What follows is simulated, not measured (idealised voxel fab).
process module | voxel tone inversion
cross-section cut | 295 nm wide | cells 5 nm
A cross-section is a grid of square cells, given in bands from the top down. A band is one or more rows of cells.
Each band's line starts with the height of the band's top and of its bottom, in nm. Then come its materials from left to right, each with its width in nm. One material with "throughout" fills the band from edge to edge. "air" is empty space.
Height 0 is the level under which the wafer as received is all one material. The lowest band goes on downwards, as in "0 down".
A width such as "30 to 40" changes by the same amount from each row of cells to the next, from the band's top row to its bottom row.
"no change" after a step means that no cell of the cross-section changed.
closed voids: empty space of 8 cells or more with no open way to the top, each as width x height at its distance from the left edge, in nm
after a step's settings: what the simulator itself notes on the step
overlay nm, on a step with a mask: how far to the right of its planned place the mask lay; to the left if negative
plan
1 op RECEIVE | material Si
2 op CONFORMAL_DEP | material SiN | thk nm 5
3 op DIRECTIONAL_DEP | material aC | thk nm 20
4 op PATTERN | tone cover | mask id POSTS | material resist | width nm 25 | pitch nm 50 | thk nm 30 | overlay nm 0
5 op DIRECTIONAL_ETCH | etch materials aC | depth nm 20
6 op STRIP | etch materials resist
7 op FILL_DEP | material SiO2 | thk nm 5
8 op CMP | height nm 25
9 op STRIP | etch materials aC
first wafer, as planned
as received, after step 1
  0 down: Si throughout
  closed voids: none
after step 2
  5 to 0: SiN throughout
  below 0: unchanged
after step 3
  25 to 5: aC throughout
  below 5: unchanged
after step 4
  55 to 25: air 60 | resist 25 | air 25 | resist 25 | air 25 | resist 25 | air 25 | resist 25 | air 60
  below 25: unchanged
after step 5
  35 to 25: air 60 | resist 25 | air 25 | resist 25 | air 25 | resist 25 | air 25 | resist 25 | air 60
  25 to 5: air 60 | aC 25 | air 25 | aC 25 | air 25 | aC 25 | air 25 | aC 25 | air 60
  below 5: unchanged
after step 6
  25 to 5: air 60 | aC 25 | air 25 | aC 25 | air 25 | aC 25 | air 25 | aC 25 | air 60
  below 5: unchanged
after step 7
  30 to 25: SiO2 throughout
  25 to 5: SiO2 60 | aC 25 | SiO2 25 | aC 25 | SiO2 25 | aC 25 | SiO2 25 | aC 25 | SiO2 60
  below 5: unchanged
after step 8
  25 to 5: SiO2 60 | aC 25 | SiO2 25 | aC 25 | SiO2 25 | aC 25 | SiO2 25 | aC 25 | SiO2 60
  below 5: unchanged
after step 9
  25 to 5: SiO2 60 | air 25 | SiO2 25 | air 25 | SiO2 25 | air 25 | SiO2 25 | air 25 | SiO2 60
  below 5: unchanged
second wafer: like start, like plan, one mistake. Through step 3 it matches the first wafer
when step 4 should have ended
  55 to 25: air 50 | resist 25 | air 25 | resist 25 | air 25 | resist 25 | air 25 | resist 25 | air 70
  below 25: unchanged
when step 5 should have ended
  35 to 25: air 50 | resist 25 | air 25 | resist 25 | air 25 | resist 25 | air 25 | resist 25 | air 70
  25 to 5: air 50 | aC 25 | air 25 | aC 25 | air 25 | aC 25 | air 25 | aC 25 | air 70
  below 5: unchanged
when step 6 should have ended
  25 to 5: air 50 | aC 25 | air 25 | aC 25 | air 25 | aC 25 | air 25 | aC 25 | air 70
  below 5: unchanged
when step 7 should have ended
  30 to 25: SiO2 throughout
  25 to 5: SiO2 50 | aC 25 | SiO2 25 | aC 25 | SiO2 25 | aC 25 | SiO2 25 | aC 25 | SiO2 70
  below 5: unchanged
when step 8 should have ended
  25 to 5: SiO2 50 | aC 25 | SiO2 25 | aC 25 | SiO2 25 | aC 25 | SiO2 25 | aC 25 | SiO2 70
  below 5: unchanged
when step 9 should have ended
  25 to 5: SiO2 50 | air 25 | SiO2 25 | air 25 | SiO2 25 | air 25 | SiO2 25 | air 25 | SiO2 70
  below 5: unchanged
what went wrong: step 4 ran as: op PATTERN | tone cover | mask id POSTS | material resist | width nm 25 | pitch nm 50 | thk nm 30 | overlay nm -10
at the end the second wafer has, in cells: as many of each material as the first, in other places
